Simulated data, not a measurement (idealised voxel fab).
process module | voxel self aligned contacts
cross-section cut | 145 nm wide | cells 5 nm
A cross-section is a grid of square cells, given in bands from the top down. A band is one or more rows of cells.
Each band's line starts with the height of the band's top and of its bottom, in nm. Then come its materials from left to right, each with its width in nm. One material with "throughout" fills the band from edge to edge. "air" is empty space.
Height 0 is the level under which the wafer as received is all one material. The lowest band goes on downwards, as in "0 down".
A width such as "30 to 40" changes by the same amount from each row of cells to the next, from the band's top row to its bottom row.
"no change" after a step means that no cell of the cross-section changed.
closed voids: empty space of 8 cells or more with no open way to the top, each as width x height at its distance from the left edge, in nm
after a step's settings: what the simulator itself notes on the step
overlay nm, on a step with a mask: how far to the right of its planned place the mask lay; to the left if negative
plan
1 op RECEIVE | material Si
2 op OXIDIZE | depth nm 5
3 op DIRECTIONAL_DEP | material polySi | thk nm 20
4 op DIRECTIONAL_DEP | material SiN | thk nm 15
5 op DIRECTIONAL_DEP | material aC | thk nm 10
6 op PATTERN | tone cover | mask id GATE | material resist | width nm 35 | pitch nm 60 | thk nm 30 | overlay nm 0
7 op DIRECTIONAL_ETCH | etch materials aC | depth nm 10
8 op STRIP | etch materials resist
9 op DIRECTIONAL_ETCH | etch materials SiN | depth nm 15
10 op DIRECTIONAL_ETCH | etch materials polySi | depth nm 20
11 op STRIP | etch materials aC
12 op CONFORMAL_DEP | material SiN | thk nm 5
13 op DIRECTIONAL_ETCH | etch materials SiN | depth nm 5
14 op FILL_DEP | material SiO2 | thk nm 15
15 op CMP | height nm 40
16 op MASKED_ETCH | tone open | mask id CONTACT | width nm 35 | etch materials SiO2 | depth nm 45 | overlay nm 0
17 op CONFORMAL_DEP | material TiN | thk nm 5
18 op FILL_DEP | material Ru | thk nm 5
19 op CMP | height nm 40
20 op CONFORMAL_DEP | material SiN | thk nm 5
as received, after step 1
  0 down: Si throughout
  closed voids: none
a wafer at the end: this start, this plan, one mistake
  45 to 40: SiN throughout
  40 to 35: SiO2 45 | TiN 25 | Ru 5 | TiN 5 | SiO2 65
  35 to 20: SiO2 20 | SiN 45 | TiN 5 | Ru 5 | TiN 5 | SiN 45 | SiO2 20
  20 to 0: SiO2 20 | SiN 5 | polySi 35 | SiN 5 | TiN 5 | Ru 5 | TiN 5 | SiN 5 | polySi 35 | SiN 5 | SiO2 20
  0 to -5: SiO2 65 | TiN 15 | SiO2 65
  -5 down: Si throughout
  closed voids: none
what went wrong: step 16 ran as: op MASKED_ETCH | tone open | mask id CONTACT | width nm 35 | etch materials SiO2 | depth nm 45 | overlay nm -10
